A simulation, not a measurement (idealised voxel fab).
The process module presented herein is designated voxel spacer lines.
The figure presents cross-section cut, which has a width of 245 nm and is divided into square cells with an edge length of 5 nm.
A cross-section is a grid of square cells, given in bands from the top down. A band is one or more rows of cells. What a band's entry tells you: where the top is and where the bottom is, as heights in nm, and after that what lies inside, material by material from left to right, each with its width in nm. Empty space is written as the word "empty", and a single material marked with the word "edge to edge" occupies the band from edge to edge. Height datum 0, below which the as-received substrate wafer is one material. Lowest band open at the bottom, running downward: "0 nm and below". When a width is written as two numbers, as in "30 to 40", the first number is the width in the top row of cells of the band and the second is the width in its bottom row, and the width changes by the same amount from each row to the next. "nothing altered" -> step changed no cross-section cell. Under "Sealed void list" you'll find the enclosed gaps, the ones with no way out to the top, that are 8 cells or bigger; each reads width x height at distance, with distance counted from the left edge, everything in nm. after a step's settings: what the simulator itself notes on the step. overlay nm: for a step with a mask, the amount by which the mask lay right of where it was planned; a negative amount means left of it.

The planned process steps are enumerated hereunder
1,RECEIVE: material Si
2,CONFORMAL_DEP: material Al2O3, thk nm 10
3,DIRECTIONAL_DEP: material TiN, thk nm 10
4,DIRECTIONAL_DEP: material aC, thk nm 20
5,PATTERN: tone cover, mask id MANDREL, material resist, width nm 20, pitch nm 70, thk nm 30, overlay nm 0
6,DIRECTIONAL_ETCH: etch materials aC, depth nm 20
7,STRIP: etch materials resist
8,CONFORMAL_DEP: material SiO2, thk nm 15
9,DIRECTIONAL_ETCH: etch materials SiO2, depth nm 15
10,STRIP: etch materials aC
11,DIRECTIONAL_ETCH: etch materials TiN, depth nm 10
12,STRIP: etch materials SiO2

As-received state of the wafer in cross-section, equivalent to post-step 1
> 0 nm and below = Si edge to edge
> Sealed void list: none

Module complete - cross-section of the first of two wafers, run according to plan
> 20 nm to 10 nm = 25 empty, then 15 TiN, then 20 empty, then 15 TiN, then 20 empty, then 15 TiN, then 20 empty, then 15 TiN, then 20 empty, then 15 TiN, then 20 empty, then 15 TiN, then 30 empty
> 10 nm to 0 nm = Al2O3 edge to edge
> 0 nm and below = Si edge to edge
> Sealed void list: none

Second wafer cross-section at end of module - shared start and plan with the first, one mistake in the run
> 20 nm to 10 nm = 40 empty, then 20 TiN, then 50 empty, then 20 TiN, then 50 empty, then 20 TiN, then 45 empty
> 10 nm to 0 nm = Al2O3 edge to edge
> 0 nm and below = Si edge to edge
> Sealed void list: none
So what did we get wrong on this run? step 5 was not run as planned; what actually ran was PATTERN: tone open, mask id MANDREL, material resist, width nm 20, pitch nm 70, thk nm 30, overlay nm 0
End check, counted in cells, second wafer has more or fewer of these materials than the first: TiN: 12 fewer
